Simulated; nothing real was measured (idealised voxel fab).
process module | voxel wiring stack
cross-section cut | 160 nm wide | cells 5 nm
A cross-section is a grid of square cells, given in bands from the top down. A band is one or more rows of cells.
Each band's line starts with the height of the band's top and of its bottom, in nm. Then come its materials from left to right, each with its width in nm. One material with "throughout" fills the band from edge to edge. "air" is empty space.
Height 0 is the level under which the wafer as received is all one material. The lowest band goes on downwards, as in "0 down".
A width such as "30 to 40" changes by the same amount from each row of cells to the next, from the band's top row to its bottom row.
"no change" after a step means that no cell of the cross-section changed.
closed voids: empty space of 8 cells or more with no open way to the top, each as width x height at its distance from the left edge, in nm
after a step's settings: what the simulator itself notes on the step
overlay nm, on a step with a mask: how far to the right of its planned place the mask lay; to the left if negative
Each pair below shows a cross-section before one step and the cross-section after it, down to the lowest band that changed. The line under each pair gives the step between them, with its settings. The pairs can come from different runs of this module on the same starting wafer, so a pair continues from the pair above only where its "before" says so.
before
  95 to 85: Cu throughout
  85 to 80: TiN 25 | Cu 15 | TiN 30 | Cu 15 | TiN 30 | Cu 15 | TiN 30
  80 to 75: SiCN 20 | TiN 25 | SiCN 20 | TiN 25 | SiCN 20 | TiN 25 | SiCN 25
  75 to 45: SiO2 throughout
  45 to 20: SiO2 20 | TiN 5 | W 15 | TiN 5 | SiO2 20 | TiN 5 | W 15 | TiN 5 | SiO2 20 | TiN 5 | W 15 | TiN 5 | SiO2 25
  20 to 15: SiN 20 | TiN 25 | SiN 20 | TiN 25 | SiN 20 | TiN 25 | SiN 25
  15 to 0: SiO2 throughout
  0 down: Si throughout
  closed voids: none
after
  80 to 75: SiCN 20 | TiN 25 | SiCN 20 | TiN 25 | SiCN 20 | TiN 25 | SiCN 25
  below 75: unchanged
  closed voids: none
the step between: op CMP | height nm 80
before: the cross-section after the pair above
after
  85 to 80: SiCN throughout
  below 80: unchanged
  closed voids: none
the step between: op CONFORMAL_DEP | material SiCN | thk nm 5
before
  55 to 50: W throughout
  50 to 45: TiN 25 | W 15 | TiN 30 | W 15 | TiN 30 | W 15 | TiN 30
  45 to 20: SiO2 20 | TiN 5 | W 15 | TiN 5 | SiO2 20 | TiN 5 | W 15 | TiN 5 | SiO2 20 | TiN 5 | W 15 | TiN 5 | SiO2 25
  20 to 15: SiN 20 | TiN 25 | SiN 20 | TiN 25 | SiN 20 | TiN 25 | SiN 25
  15 to 0: SiO2 throughout
  0 down: Si throughout
  closed voids: none
after
  40 to 20: SiO2 20 | TiN 5 | W 15 | TiN 5 | SiO2 20 | TiN 5 | W 15 | TiN 5 | SiO2 20 | TiN 5 | W 15 | TiN 5 | SiO2 25
  below 20: unchanged
  closed voids: none
the step between: op CMP | height nm 40
before: the cross-section after the pair above
after
  45 to 40: SiCN throughout
  below 40: unchanged
  closed voids: none
the step between: op CONFORMAL_DEP | material SiCN | thk nm 5
before: the cross-section after the pair above
after
  75 to 45: SiO2 throughout
  below 45: unchanged
  closed voids: none
the step between: op DIRECTIONAL_DEP | material SiO2 | thk nm 30
before: the cross-section after the pair above
after
  85 to 75: aC throughout
  below 75: unchanged
  closed voids: none
the step between: op DIRECTIONAL_DEP | material aC | thk nm 10
before: the cross-section after the pair above
after
  115 to 85: resist 20 | air 15 | resist 75 | air 15 | resist 35
  below 85: unchanged
  closed voids: none
the step between: op PATTERN | tone open | mask id METAL_2_HOLES | material resist | width nm 15 | pitch nm 90 | thk nm 30 | overlay nm 0
before: the cross-section after the pair above
after
  105 to 85: resist 20 | air 15 | resist 75 | air 15 | resist 35
  85 to 75: aC 20 | air 15 | aC 75 | air 15 | aC 35
  below 75: unchanged
  closed voids: none
the step between: op DIRECTIONAL_ETCH | etch materials aC | depth nm 10
before: the cross-section after the pair above
after
  85 to 75: aC 20 | air 15 | aC 75 | air 15 | aC 35
  below 75: unchanged
  closed voids: none
the step between: op STRIP | etch materials resist
before: the cross-section after the pair above
after
  85 to 75: aC 20 | air 15 | aC 75 | air 15 | aC 35
  75 to 45: SiO2 20 | air 15 | SiO2 75 | air 15 | SiO2 35
  below 45: unchanged
  closed voids: none
the step between: op DIRECTIONAL_ETCH | etch materials SiO2 | depth nm 30
before: the cross-section after the pair above
after
  75 to 45: SiO2 20 | air 15 | SiO2 75 | air 15 | SiO2 35
  below 45: unchanged
  closed voids: none
the step between: op STRIP | etch materials aC
before: the cross-section after the pair above
after
  90 to 75: aC 20 | air 15 | aC 75 | air 15 | aC 35
  75 to 60: SiO2 20 | air 15 | SiO2 75 | air 15 | SiO2 35
  60 to 45: SiO2 20 | aC 15 | SiO2 75 | aC 15 | SiO2 35
  below 45: unchanged
  closed voids: none
the step between: op DIRECTIONAL_DEP | material aC | thk nm 15
before: the cross-section after the pair above
after
  125 to 90: resist 20 | air 25 | resist 20 | air 25 | resist 20 | air 25 | resist 25
  below 90: unchanged
  closed voids: none
the step between: op PATTERN | tone open | mask id METAL_2 | material resist | width nm 25 | pitch nm 45 | thk nm 35 | overlay nm 0
before: the cross-section after the pair above
after
  110 to 90: resist 20 | air 25 | resist 20 | air 25 | resist 20 | air 25 | resist 25
  90 to 75: aC 20 | air 25 | aC 20 | air 25 | aC 20 | air 25 | aC 25
  75 to 45: SiO2 20 | air 15 | SiO2 75 | air 15 | SiO2 35
  below 45: unchanged
  closed voids: none
the step between: op DIRECTIONAL_ETCH | etch materials aC | depth nm 15
before: the cross-section after the pair above
after
  90 to 75: aC 20 | air 25 | aC 20 | air 25 | aC 20 | air 25 | aC 25
  below 75: unchanged
  closed voids: none
the step between: op STRIP | etch materials resist
before: the cross-section after the pair above
after
  90 to 75: aC 20 | air 25 | aC 20 | air 25 | aC 20 | air 25 | aC 25
  75 to 60: SiO2 20 | air 25 | SiO2 20 | air 25 | SiO2 20 | air 25 | SiO2 25
  below 60: unchanged
  closed voids: none
the step between: op DIRECTIONAL_ETCH | etch materials SiO2 | depth nm 15
before: the cross-section after the pair above
after
  90 to 75: aC 20 | air 25 | aC 20 | air 25 | aC 20 | air 25 | aC 25
  75 to 60: SiO2 20 | air 25 | SiO2 20 | air 25 | SiO2 20 | air 25 | SiO2 25
  60 to 45: SiO2 20 | air 15 | SiO2 75 | air 15 | SiO2 35
  45 to 40: SiCN 20 | air 15 | SiCN 75 | air 15 | SiCN 35
  below 40: unchanged
  closed voids: none
the step between: op DIRECTIONAL_ETCH | etch materials SiCN | depth nm 5
before: the cross-section after the pair above
after
  75 to 60: SiO2 20 | air 25 | SiO2 20 | air 25 | SiO2 20 | air 25 | SiO2 25
  below 60: unchanged
  closed voids: none
the step between: op STRIP | etch materials aC
before: the cross-section after the pair above
after
  80 to 75: TiN 25 | air 15 | TiN 30 | air 15 | TiN 30 | air 15 | TiN 30
  75 to 65: SiO2 20 | TiN 5 | air 15 | TiN 5 | SiO2 20 | TiN 5 | air 15 | TiN 5 | SiO2 20 | TiN 5 | air 15 | TiN 5 | SiO2 25
  65 to 60: SiO2 20 | TiN 5 | air 5 | TiN 15 | SiO2 20 | TiN 25 | SiO2 20 | TiN 5 | air 5 | TiN 15 | SiO2 25
  60 to 45: SiO2 20 | TiN 5 | air 5 | TiN 5 | SiO2 75 | TiN 5 | air 5 | TiN 5 | SiO2 35
  45 to 40: SiCN 20 | TiN 15 | SiCN 75 | TiN 15 | SiCN 35
  below 40: unchanged
  closed voids: none
the step between: op CONFORMAL_DEP | material TiN | thk nm 5
before: the cross-section after the pair above
after
  90 to 80: Cu throughout
  80 to 75: TiN 25 | Cu 15 | TiN 30 | Cu 15 | TiN 30 | Cu 15 | TiN 30
  75 to 65: SiO2 20 | TiN 5 | Cu 15 | TiN 5 | SiO2 20 | TiN 5 | Cu 15 | TiN 5 | SiO2 20 | TiN 5 | Cu 15 | TiN 5 | SiO2 25
  65 to 60: SiO2 20 | TiN 5 | Cu 5 | TiN 15 | SiO2 20 | TiN 25 | SiO2 20 | TiN 5 | Cu 5 | TiN 15 | SiO2 25
  60 to 45: SiO2 20 | TiN 5 | Cu 5 | TiN 5 | SiO2 75 | TiN 5 | Cu 5 | TiN 5 | SiO2 35
  below 45: unchanged
  closed voids: none
the step between: op FILL_DEP | material Cu | thk nm 10
before: the cross-section after the pair above
after
  80 to 75: TiN 25 | Cu 15 | TiN 30 | Cu 15 | TiN 30 | Cu 15 | TiN 30
  below 75: unchanged
  closed voids: none
the step between: op CMP | height nm 80
before: the cross-section after the pair above
after
  85 to 80: SiCN throughout
  below 80: unchanged
  closed voids: none
the step between: op CONFORMAL_DEP | material SiCN | thk nm 5
before
  90 to 80: aC throughout
  80 to 50: SiO2 throughout
  50 to 45: SiCN throughout
  45 to 20: SiO2 20 | TiN 5 | W 15 | TiN 5 | SiO2 20 | TiN 5 | W 15 | TiN 5 | SiO2 20 | TiN 5 | W 15 | TiN 5 | SiO2 25
  20 to 15: SiN 20 | TiN 25 | SiN 20 | TiN 25 | SiN 20 | TiN 25 | SiN 25
  15 to 0: SiO2 throughout
  0 down: Si throughout
  closed voids: none
after
  120 to 90: resist 20 | air 20 | resist 70 | air 20 | resist 30
  below 90: unchanged
  closed voids: none
the step between: op PATTERN | tone open | mask id METAL_2_HOLES | material resist | width nm 20 | pitch nm 90 | thk nm 30 | overlay nm 0
before: the cross-section after the pair above
after
  110 to 90: resist 20 | air 20 | resist 70 | air 20 | resist 30
  90 to 80: aC 20 | air 20 | aC 70 | air 20 | aC 30
  below 80: unchanged
  closed voids: none
the step between: op DIRECTIONAL_ETCH | etch materials aC | depth nm 10
before: the cross-section after the pair above
after
  90 to 80: aC 20 | air 20 | aC 70 | air 20 | aC 30
  below 80: unchanged
  closed voids: none
the step between: op STRIP | etch materials resist
before: the cross-section after the pair above
after
  90 to 80: aC 20 | air 20 | aC 70 | air 20 | aC 30
  80 to 50: SiO2 20 | air 20 | SiO2 70 | air 20 | SiO2 30
  below 50: unchanged
  closed voids: none
the step between: op DIRECTIONAL_ETCH | etch materials SiO2 | depth nm 30
before: the cross-section after the pair above
after
  80 to 50: SiO2 20 | air 20 | SiO2 70 | air 20 | SiO2 30
  below 50: unchanged
  closed voids: none
the step between: op STRIP | etch materials aC
before: the cross-section after the pair above
after
  95 to 80: aC 20 | air 20 | aC 70 | air 20 | aC 30
  80 to 65: SiO2 20 | air 20 | SiO2 70 | air 20 | SiO2 30
  65 to 50: SiO2 20 | aC 20 | SiO2 70 | aC 20 | SiO2 30
  below 50: unchanged
  closed voids: none
the step between: op DIRECTIONAL_DEP | material aC | thk nm 15
before: the cross-section after the pair above
after
  130 to 95: resist 20 | air 25 | resist 20 | air 25 | resist 20 | air 25 | resist 25
  below 95: unchanged
  closed voids: none
the step between: op PATTERN | tone open | mask id METAL_2 | material resist | width nm 25 | pitch nm 45 | thk nm 35 | overlay nm 0
before: the cross-section after the pair above
after
  115 to 95: resist 20 | air 25 | resist 20 | air 25 | resist 20 | air 25 | resist 25
  95 to 80: aC 20 | air 25 | aC 20 | air 25 | aC 20 | air 25 | aC 25
  80 to 50: SiO2 20 | air 20 | SiO2 70 | air 20 | SiO2 30
  below 50: unchanged
  closed voids: none
the step between: op DIRECTIONAL_ETCH | etch materials aC | depth nm 15
before: the cross-section after the pair above
after
  95 to 80: aC 20 | air 25 | aC 20 | air 25 | aC 20 | air 25 | aC 25
  below 80: unchanged
  closed voids: none
the step between: op STRIP | etch materials resist
before: the cross-section after the pair above
after
  95 to 80: aC 20 | air 25 | aC 20 | air 25 | aC 20 | air 25 | aC 25
  80 to 65: SiO2 20 | air 25 | SiO2 20 | air 25 | SiO2 20 | air 25 | SiO2 25
  below 65: unchanged
  closed voids: none
the step between: op DIRECTIONAL_ETCH | etch materials SiO2 | depth nm 15
before: the cross-section after the pair above
after
  95 to 80: aC 20 | air 25 | aC 20 | air 25 | aC 20 | air 25 | aC 25
  80 to 65: SiO2 20 | air 25 | SiO2 20 | air 25 | SiO2 20 | air 25 | SiO2 25
  65 to 50: SiO2 20 | air 20 | SiO2 70 | air 20 | SiO2 30
  50 to 45: SiCN 20 | air 20 | SiCN 70 | air 20 | SiCN 30
  below 45: unchanged
  closed voids: none
the step between: op DIRECTIONAL_ETCH | etch materials SiCN | depth nm 5
before: the cross-section after the pair above
after
  80 to 65: SiO2 20 | air 25 | SiO2 20 | air 25 | SiO2 20 | air 25 | SiO2 25
  below 65: unchanged
  closed voids: none
the step between: op STRIP | etch materials aC
before: the cross-section after the pair above
after
  85 to 80: TiN 25 | air 15 | TiN 30 | air 15 | TiN 30 | air 15 | TiN 30
  80 to 70: SiO2 20 | TiN 5 | air 15 | TiN 5 | SiO2 20 | TiN 5 | air 15 | TiN 5 | SiO2 20 | TiN 5 | air 15 | TiN 5 | SiO2 25
  70 to 65: SiO2 20 | TiN 5 | air 10 | TiN 10 | SiO2 20 | TiN 25 | SiO2 20 | TiN 5 | air 10 | TiN 10 | SiO2 25
  65 to 50: SiO2 20 | TiN 5 | air 10 | TiN 5 | SiO2 70 | TiN 5 | air 10 | TiN 5 | SiO2 30
  50 to 45: SiCN 20 | TiN 20 | SiCN 70 | TiN 20 | SiCN 30
  below 45: unchanged
  closed voids: none
the step between: op CONFORMAL_DEP | material TiN | thk nm 5
before: the cross-section after the pair above
after
  95 to 85: Cu throughout
  85 to 80: TiN 25 | Cu 15 | TiN 30 | Cu 15 | TiN 30 | Cu 15 | TiN 30
  80 to 70: SiO2 20 | TiN 5 | Cu 15 | TiN 5 | SiO2 20 | TiN 5 | Cu 15 | TiN 5 | SiO2 20 | TiN 5 | Cu 15 | TiN 5 | SiO2 25
  70 to 65: SiO2 20 | TiN 5 | Cu 10 | TiN 10 | SiO2 20 | TiN 25 | SiO2 20 | TiN 5 | Cu 10 | TiN 10 | SiO2 25
  65 to 50: SiO2 20 | TiN 5 | Cu 10 | TiN 5 | SiO2 70 | TiN 5 | Cu 10 | TiN 5 | SiO2 30
  below 50: unchanged
  closed voids: none
the step between: op FILL_DEP | material Cu | thk nm 10
before: the cross-section after the pair above
after
  80 to 70: SiO2 20 | TiN 5 | Cu 15 | TiN 5 | SiO2 20 | TiN 5 | Cu 15 | TiN 5 | SiO2 20 | TiN 5 | Cu 15 | TiN 5 | SiO2 25
  below 70: unchanged
  closed voids: none
the step between: op CMP | height nm 80
before: the cross-section after the pair above
after
  85 to 80: SiCN throughout
  below 80: unchanged
  closed voids: none
the step between: op CONFORMAL_DEP | material SiCN | thk nm 5
before
  95 to 80: aC 20 | air 15 | aC 75 | air 15 | aC 35
  80 to 65: SiO2 20 | air 15 | SiO2 75 | air 15 | SiO2 35
  65 to 50: SiO2 20 | aC 15 | SiO2 75 | aC 15 | SiO2 35
  50 to 45: SiCN throughout
  45 to 20: SiO2 20 | TiN 5 | W 15 | TiN 5 | SiO2 20 | TiN 5 | W 15 | TiN 5 | SiO2 20 | TiN 5 | W 15 | TiN 5 | SiO2 25
  20 to 15: SiN 20 | TiN 25 | SiN 20 | TiN 25 | SiN 20 | TiN 25 | SiN 25
  15 to 0: SiO2 throughout
  0 down: Si throughout
  closed voids: none
after
  130 to 95: resist 30 | air 25 | resist 20 | air 25 | resist 20 | air 25 | resist 15
  95 to 80: aC 20 | resist 10 | air 5 | aC 75 | resist 10 | air 5 | aC 35
  80 to 65: SiO2 20 | resist 10 | air 5 | SiO2 75 | resist 10 | air 5 | SiO2 35
  below 65: unchanged
  closed voids: none
the step between: op PATTERN | tone open | mask id METAL_2 | material resist | width nm 25 | pitch nm 45 | thk nm 35 | overlay nm 10
before: the cross-section after the pair above
after
  115 to 95: resist 30 | air 25 | resist 20 | air 25 | resist 20 | air 25 | resist 15
  95 to 80: aC 20 | resist 10 | air 25 | aC 20 | air 25 | aC 10 | resist 10 | air 25 | aC 15
  80 to 65: SiO2 20 | resist 10 | air 5 | SiO2 75 | resist 10 | air 5 | SiO2 35
  65 to 50: SiO2 20 | aC 10 | air 5 | SiO2 75 | aC 10 | air 5 | SiO2 35
  below 50: unchanged
  closed voids: none
the step between: op DIRECTIONAL_ETCH | etch materials aC | depth nm 15
before: the cross-section after the pair above
after
  95 to 80: aC 20 | air 35 | aC 20 | air 25 | aC 10 | air 35 | aC 15
  80 to 65: SiO2 20 | air 15 | SiO2 75 | air 15 | SiO2 35
  below 65: unchanged
  closed voids: none
the step between: op STRIP | etch materials resist
before: the cross-section after the pair above
after
  95 to 80: aC 20 | air 35 | aC 20 | air 25 | aC 10 | air 35 | aC 15
  80 to 65: SiO2 20 | air 35 | SiO2 20 | air 25 | SiO2 10 | air 35 | SiO2 15
  below 65: unchanged
  closed voids: none
the step between: op DIRECTIONAL_ETCH | etch materials SiO2 | depth nm 15
before: the cross-section after the pair above
after
  95 to 80: aC 20 | air 35 | aC 20 | air 25 | aC 10 | air 35 | aC 15
  80 to 65: SiO2 20 | air 35 | SiO2 20 | air 25 | SiO2 10 | air 35 | SiO2 15
  65 to 50: SiO2 20 | aC 10 | air 5 | SiO2 75 | aC 10 | air 5 | SiO2 35
  50 to 45: SiCN 30 | air 5 | SiCN 85 | air 5 | SiCN 35
  below 45: unchanged
  closed voids: none
the step between: op DIRECTIONAL_ETCH | etch materials SiCN | depth nm 5
before: the cross-section after the pair above
after
  80 to 65: SiO2 20 | air 35 | SiO2 20 | air 25 | SiO2 10 | air 35 | SiO2 15
  65 to 50: SiO2 20 | air 15 | SiO2 75 | air 15 | SiO2 35
  below 50: unchanged
  closed voids: none
the step between: op STRIP | etch materials aC
before: the cross-section after the pair above
after
  85 to 80: TiN 25 | air 25 | TiN 30 | air 15 | TiN 20 | air 25 | TiN 20
  80 to 70: SiO2 20 | TiN 5 | air 25 | TiN 5 | SiO2 20 | TiN 5 | air 15 | TiN 5 | SiO2 10 | TiN 5 | air 25 | TiN 5 | SiO2 15
  70 to 65: SiO2 20 | TiN 5 | air 5 | TiN 25 | SiO2 20 | TiN 25 | SiO2 10 | TiN 5 | air 5 | TiN 25 | SiO2 15
  65 to 55: SiO2 20 | TiN 5 | air 5 | TiN 5 | SiO2 75 | TiN 5 | air 5 | TiN 5 | SiO2 35
  55 to 50: SiO2 20 | TiN 15 | SiO2 75 | TiN 15 | SiO2 35
  50 to 45: SiCN 30 | TiN 5 | SiCN 85 | TiN 5 | SiCN 35
  below 45: unchanged
  closed voids: none
the step between: op CONFORMAL_DEP | material TiN | thk nm 5
before: the cross-section after the pair above
after
  95 to 85: Cu throughout
  85 to 80: TiN 25 | Cu 25 | TiN 30 | Cu 15 | TiN 20 | Cu 25 | TiN 20
  80 to 70: SiO2 20 | TiN 5 | Cu 25 | TiN 5 | SiO2 20 | TiN 5 | Cu 15 | TiN 5 | SiO2 10 | TiN 5 | Cu 25 | TiN 5 | SiO2 15
  70 to 65: SiO2 20 | TiN 5 | Cu 5 | TiN 25 | SiO2 20 | TiN 25 | SiO2 10 | TiN 5 | Cu 5 | TiN 25 | SiO2 15
  65 to 55: SiO2 20 | TiN 5 | Cu 5 | TiN 5 | SiO2 75 | TiN 5 | Cu 5 | TiN 5 | SiO2 35
  below 55: unchanged
  closed voids: none
the step between: op FILL_DEP | material Cu | thk nm 10
before: the cross-section after the pair above
after
  80 to 70: SiO2 20 | TiN 5 | Cu 25 | TiN 5 | SiO2 20 | TiN 5 | Cu 15 | TiN 5 | SiO2 10 | TiN 5 | Cu 25 | TiN 5 | SiO2 15
  below 70: unchanged
  closed voids: none
the step between: op CMP | height nm 80
before: the cross-section after the pair above
after
  85 to 80: SiCN throughout
  below 80: unchanged
  closed voids: none
the step between: op CONFORMAL_DEP | material SiCN | thk nm 5
before
  45 to 20: SiO2 20 | TiN 5 | W 15 | TiN 5 | SiO2 20 | TiN 5 | W 15 | TiN 5 | SiO2 20 | TiN 5 | W 15 | TiN 5 | SiO2 25
  20 to 15: SiN 20 | TiN 25 | SiN 20 | TiN 25 | SiN 20 | TiN 25 | SiN 25
  15 to 0: SiO2 throughout
  0 down: Si throughout
  closed voids: none
after
  50 to 45: SiO2 throughout
  below 45: unchanged
  closed voids: none
the step between: op CONFORMAL_DEP | material SiO2 | thk nm 5
before: the cross-section after the pair above
after
  80 to 45: SiO2 throughout
  below 45: unchanged
  closed voids: none
the step between: op DIRECTIONAL_DEP | material SiO2 | thk nm 30
before: the cross-section after the pair above
after
  90 to 80: aC throughout
  below 80: unchanged
  closed voids: none
the step between: op DIRECTIONAL_DEP | material aC | thk nm 10
before: the cross-section after the pair above
after
  120 to 90: resist 20 | air 15 | resist 75 | air 15 | resist 35
  below 90: unchanged
  closed voids: none
the step between: op PATTERN | tone open | mask id METAL_2_HOLES | material resist | width nm 15 | pitch nm 90 | thk nm 30 | overlay nm 0
before: the cross-section after the pair above
after
  110 to 90: resist 20 | air 15 | resist 75 | air 15 | resist 35
  90 to 80: aC 20 | air 15 | aC 75 | air 15 | aC 35
  below 80: unchanged
  closed voids: none
the step between: op DIRECTIONAL_ETCH | etch materials aC | depth nm 10
before: the cross-section after the pair above
after
  90 to 80: aC 20 | air 15 | aC 75 | air 15 | aC 35
  below 80: unchanged
  closed voids: none
the step between: op STRIP | etch materials resist
before: the cross-section after the pair above
after
  90 to 80: aC 20 | air 15 | aC 75 | air 15 | aC 35
  80 to 50: SiO2 20 | air 15 | SiO2 75 | air 15 | SiO2 35
  below 50: unchanged
  closed voids: none
the step between: op DIRECTIONAL_ETCH | etch materials SiO2 | depth nm 30
before: the cross-section after the pair above
after
  80 to 50: SiO2 20 | air 15 | SiO2 75 | air 15 | SiO2 35
  below 50: unchanged
  closed voids: none
the step between: op STRIP | etch materials aC
before: the cross-section after the pair above
after
  95 to 80: aC 20 | air 15 | aC 75 | air 15 | aC 35
  80 to 65: SiO2 20 | air 15 | SiO2 75 | air 15 | SiO2 35
  65 to 50: SiO2 20 | aC 15 | SiO2 75 | aC 15 | SiO2 35
  below 50: unchanged
  closed voids: none
the step between: op DIRECTIONAL_DEP | material aC | thk nm 15
before: the cross-section after the pair above
after
  130 to 95: resist 20 | air 25 | resist 20 | air 25 | resist 20 | air 25 | resist 25
  below 95: unchanged
  closed voids: none
the step between: op PATTERN | tone open | mask id METAL_2 | material resist | width nm 25 | pitch nm 45 | thk nm 35 | overlay nm 0
before: the cross-section after the pair above
after
  115 to 95: resist 20 | air 25 | resist 20 | air 25 | resist 20 | air 25 | resist 25
  95 to 80: aC 20 | air 25 | aC 20 | air 25 | aC 20 | air 25 | aC 25
  80 to 50: SiO2 20 | air 15 | SiO2 75 | air 15 | SiO2 35
  below 50: unchanged
  closed voids: none
the step between: op DIRECTIONAL_ETCH | etch materials aC | depth nm 15
before: the cross-section after the pair above
after
  95 to 80: aC 20 | air 25 | aC 20 | air 25 | aC 20 | air 25 | aC 25
  below 80: unchanged
  closed voids: none
the step between: op STRIP | etch materials resist
before: the cross-section after the pair above
after
  95 to 80: aC 20 | air 25 | aC 20 | air 25 | aC 20 | air 25 | aC 25
  80 to 65: SiO2 20 | air 25 | SiO2 20 | air 25 | SiO2 20 | air 25 | SiO2 25
  65 to 45: SiO2 20 | air 15 | SiO2 75 | air 15 | SiO2 35
  below 45: unchanged
  closed voids: none
the step between: op DIRECTIONAL_ETCH | etch materials SiO2 | depth nm 15
before: the cross-section after the pair above
after
  80 to 65: SiO2 20 | air 25 | SiO2 20 | air 25 | SiO2 20 | air 25 | SiO2 25
  below 65: unchanged
  closed voids: none
the step between: op STRIP | etch materials aC
before: the cross-section after the pair above
after
  85 to 80: TiN 25 | air 15 | TiN 30 | air 15 | TiN 30 | air 15 | TiN 30
  80 to 70: SiO2 20 | TiN 5 | air 15 | TiN 5 | SiO2 20 | TiN 5 | air 15 | TiN 5 | SiO2 20 | TiN 5 | air 15 | TiN 5 | SiO2 25
  70 to 65: SiO2 20 | TiN 5 | air 5 | TiN 15 | SiO2 20 | TiN 25 | SiO2 20 | TiN 5 | air 5 | TiN 15 | SiO2 25
  65 to 50: SiO2 20 | TiN 5 | air 5 | TiN 5 | SiO2 75 | TiN 5 | air 5 | TiN 5 | SiO2 35
  50 to 45: SiO2 20 | TiN 15 | SiO2 75 | TiN 15 | SiO2 35
  below 45: unchanged
  closed voids: none
the step between: op CONFORMAL_DEP | material TiN | thk nm 5
before: the cross-section after the pair above
after
  95 to 85: Cu throughout
  85 to 80: TiN 25 | Cu 15 | TiN 30 | Cu 15 | TiN 30 | Cu 15 | TiN 30
  80 to 70: SiO2 20 | TiN 5 | Cu 15 | TiN 5 | SiO2 20 | TiN 5 | Cu 15 | TiN 5 | SiO2 20 | TiN 5 | Cu 15 | TiN 5 | SiO2 25
  70 to 65: SiO2 20 | TiN 5 | Cu 5 | TiN 15 | SiO2 20 | TiN 25 | SiO2 20 | TiN 5 | Cu 5 | TiN 15 | SiO2 25
  65 to 50: SiO2 20 | TiN 5 | Cu 5 | TiN 5 | SiO2 75 | TiN 5 | Cu 5 | TiN 5 | SiO2 35
  below 50: unchanged
  closed voids: none
the step between: op FILL_DEP | material Cu | thk nm 10
before: the cross-section after the pair above
after
  80 to 70: SiO2 20 | TiN 5 | Cu 15 | TiN 5 | SiO2 20 | TiN 5 | Cu 15 | TiN 5 | SiO2 20 | TiN 5 | Cu 15 | TiN 5 | SiO2 25
  below 70: unchanged
  closed voids: none
the step between: op CMP | height nm 80
before: the cross-section after the pair above
after
  85 to 80: SiCN throughout
  below 80: unchanged
  closed voids: none
the step between: op CONFORMAL_DEP | material SiCN | thk nm 5
before
  45 to 20: SiO2 throughout
  20 to 15: SiN throughout
  15 to 0: SiO2 throughout
  0 down: Si throughout
  closed voids: none
after
  60 to 45: air 20 | resist 25 | air 20 | resist 25 | air 20 | resist 25 | air 25
  below 45: unchanged
  closed voids: none
the step between: op PATTERN | tone cover | mask id METAL_1 | material resist | width nm 25 | pitch nm 45 | thk nm 15 | overlay nm 0
before: the cross-section after the pair above
after
  60 to 45: air 20 | resist 25 | air 20 | resist 25 | air 20 | resist 25 | air 25
  45 to 20: air 20 | SiO2 25 | air 20 | SiO2 25 | air 20 | SiO2 25 | air 25
  below 20: unchanged
  closed voids: none
the step between: op DIRECTIONAL_ETCH | etch materials SiO2 | depth nm 25
before: the cross-section after the pair above
after
  60 to 45: air 20 | resist 25 | air 20 | resist 25 | air 20 | resist 25 | air 25
  45 to 20: air 20 | SiO2 25 | air 20 | SiO2 25 | air 20 | SiO2 25 | air 25
  20 to 15: air 20 | SiN 25 | air 20 | SiN 25 | air 20 | SiN 25 | air 25
  below 15: unchanged
  closed voids: none
the step between: op DIRECTIONAL_ETCH | etch materials SiN | depth nm 5
before: the cross-section after the pair above
after
  45 to 20: air 20 | SiO2 25 | air 20 | SiO2 25 | air 20 | SiO2 25 | air 25
  below 20: unchanged
  closed voids: none
the step between: op STRIP | etch materials resist
before: the cross-section after the pair above
after
  50 to 45: air 15 | TiN 35 | air 10 | TiN 35 | air 10 | TiN 35 | air 20
  45 to 20: air 15 | TiN 5 | SiO2 25 | TiN 5 | air 10 | TiN 5 | SiO2 25 | TiN 5 | air 10 | TiN 5 | SiO2 25 | TiN 5 | air 20
  20 to 15: TiN 20 | SiN 25 | TiN 20 | SiN 25 | TiN 20 | SiN 25 | TiN 25
  below 15: unchanged
  closed voids: none
the step between: op CONFORMAL_DEP | material TiN | thk nm 5
before: the cross-section after the pair above
after
  55 to 50: W throughout
  50 to 45: W 15 | TiN 35 | W 10 | TiN 35 | W 10 | TiN 35 | W 20
  45 to 20: W 15 | TiN 5 | SiO2 25 | TiN 5 | W 10 | TiN 5 | SiO2 25 | TiN 5 | W 10 | TiN 5 | SiO2 25 | TiN 5 | W 20
  below 20: unchanged
  closed voids: none
the step between: op FILL_DEP | material W | thk nm 5
before: the cross-section after the pair above
after
  45 to 20: W 15 | TiN 5 | SiO2 25 | TiN 5 | W 10 | TiN 5 | SiO2 25 | TiN 5 | W 10 | TiN 5 | SiO2 25 | TiN 5 | W 20
  below 20: unchanged
  closed voids: none
the step between: op CMP | height nm 45
before: the cross-section after the pair above
after
  50 to 45: SiCN throughout
  below 45: unchanged
  closed voids: none
the step between: op CONFORMAL_DEP | material SiCN | thk nm 5
before: the cross-section after the pair above
after
  80 to 50: SiO2 throughout
  below 50: unchanged
  closed voids: none
the step between: op DIRECTIONAL_DEP | material SiO2 | thk nm 30
before: the cross-section after the pair above
after
  90 to 80: aC throughout
  below 80: unchanged
  closed voids: none
the step between: op DIRECTIONAL_DEP | material aC | thk nm 10
before: the cross-section after the pair above
after
  120 to 90: resist 20 | air 15 | resist 75 | air 15 | resist 35
  below 90: unchanged
  closed voids: none
the step between: op PATTERN | tone open | mask id METAL_2_HOLES | material resist | width nm 15 | pitch nm 90 | thk nm 30 | overlay nm 0
before: the cross-section after the pair above
after
  110 to 90: resist 20 | air 15 | resist 75 | air 15 | resist 35
  90 to 80: aC 20 | air 15 | aC 75 | air 15 | aC 35
  below 80: unchanged
  closed voids: none
the step between: op DIRECTIONAL_ETCH | etch materials aC | depth nm 10
before: the cross-section after the pair above
after
  90 to 80: aC 20 | air 15 | aC 75 | air 15 | aC 35
  below 80: unchanged
  closed voids: none
the step between: op STRIP | etch materials resist
before: the cross-section after the pair above
after
  90 to 80: aC 20 | air 15 | aC 75 | air 15 | aC 35
  80 to 50: SiO2 20 | air 15 | SiO2 75 | air 15 | SiO2 35
  below 50: unchanged
  closed voids: none
the step between: op DIRECTIONAL_ETCH | etch materials SiO2 | depth nm 30
before: the cross-section after the pair above
after
  80 to 50: SiO2 20 | air 15 | SiO2 75 | air 15 | SiO2 35
  below 50: unchanged
  closed voids: none
the step between: op STRIP | etch materials aC
before: the cross-section after the pair above
after
  95 to 80: aC 20 | air 15 | aC 75 | air 15 | aC 35
  80 to 65: SiO2 20 | air 15 | SiO2 75 | air 15 | SiO2 35
  65 to 50: SiO2 20 | aC 15 | SiO2 75 | aC 15 | SiO2 35
  below 50: unchanged
  closed voids: none
the step between: op DIRECTIONAL_DEP | material aC | thk nm 15
before: the cross-section after the pair above
after
  130 to 95: resist 20 | air 25 | resist 20 | air 25 | resist 20 | air 25 | resist 25
  below 95: unchanged
  closed voids: none
the step between: op PATTERN | tone open | mask id METAL_2 | material resist | width nm 25 | pitch nm 45 | thk nm 35 | overlay nm 0
